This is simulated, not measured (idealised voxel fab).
Process module in this document: voxel self aligned contacts
This is section cut - it's 290 nm across, gridded in 5 nm square cells.
How to read a cross-section here: the picture is a grid of square cells, written as bands going from the top down, and any band can span one or more rows of cells.
For a band, the entry starts with two heights in nm, that of the top and then that of the bottom, and carries on with the band's materials in order from left to right, each alongside its width in nm; the word "throughout" beside a single material means it fills the band edge to edge, and "blank" means empty space.
Zero point of the height axis is 0; under it, received wafer = one material. Lowest band: continues down indefinitely, "z 0 and below".
Width "30..40": first value at the band's top row of cells, second value at its bottom row, equal change from row to row.
"nothing changed" (step): cross-section cells unchanged, all of them.
You'll see "Trapped cavities" listing empty spaces that have no way open to the top, as long as they're 8 cells or more; the notation is width x height at distance, where the distance is from the left edge, and all of it is in nm.
On a step's line, text after the settings is the simulator commenting on that step.
On any step carrying a mask, the "overlay nm" setting, if present on the step's line, tells how far right of its planned place the mask lay; negative values point to the left.

Planned step list for the process:
1 RECEIVE [material Si]
2 CONFORMAL_DEP [material SiO2] [thk nm 5]
3 DIRECTIONAL_DEP [material polySi] [thk nm 25]
4 DIRECTIONAL_DEP [material SiN] [thk nm 20]
5 DIRECTIONAL_DEP [material aC] [thk nm 15]
6 PATTERN [tone cover] [mask id GATE] [material resist] [width nm 30] [pitch nm 75] [thk nm 30] [overlay nm 0]
7 DIRECTIONAL_ETCH [etch materials aC] [depth nm 15]
8 STRIP [etch materials resist]
9 DIRECTIONAL_ETCH [etch materials SiN] [depth nm 20]
10 DIRECTIONAL_ETCH [etch materials polySi] [depth nm 25]
11 STRIP [etch materials aC]
12 CONFORMAL_DEP [material SiN] [thk nm 10]
13 DIRECTIONAL_ETCH [etch materials SiN] [depth nm 10]
14 FILL_DEP [material SiO2] [thk nm 10]
15 CMP [height nm 55]
16 MASKED_ETCH [tone open] [mask id CONTACT] [width nm 55] [pitch nm 75] [etch materials SiO2] [depth nm 55] [overlay nm 0]
17 CONFORMAL_DEP [material TiN] [thk nm 5]
18 FILL_DEP [material W] [thk nm 5]
19 CMP [height nm 55]
20 CONFORMAL_DEP [material SiN] [thk nm 5]

Cross-section of the wafer at receipt, which is the condition after step 1:
  z 0 and below  Si throughout
  Trapped cavities: none

Wafer cross-section at end of module: start and plan as shown above, one execution error:
  z 60 to 55  SiN throughout
  z 55 to 35  SiO2 45 / SiN 10 / polySi 30 / SiN 10 / TiN 5 / W 15 / TiN 5 / SiN 10 / polySi 30 / SiN 10 / TiN 5 / W 15 / TiN 5 / SiN 10 / polySi 30 / SiN 10 / SiO2 45
  z 35 to 30  SiO2 45 / SiN 10 / polySi 30 / SiN 10 / TiN 25 / SiN 10 / polySi 30 / SiN 10 / TiN 25 / SiN 10 / polySi 30 / SiN 10 / SiO2 45
  z 30 to 5  polySi throughout
  z 5 to 0  SiO2 throughout
  z 0 and below  Si throughout
  Trapped cavities: none
what went wrong: step 3 of the plan was twice carried out
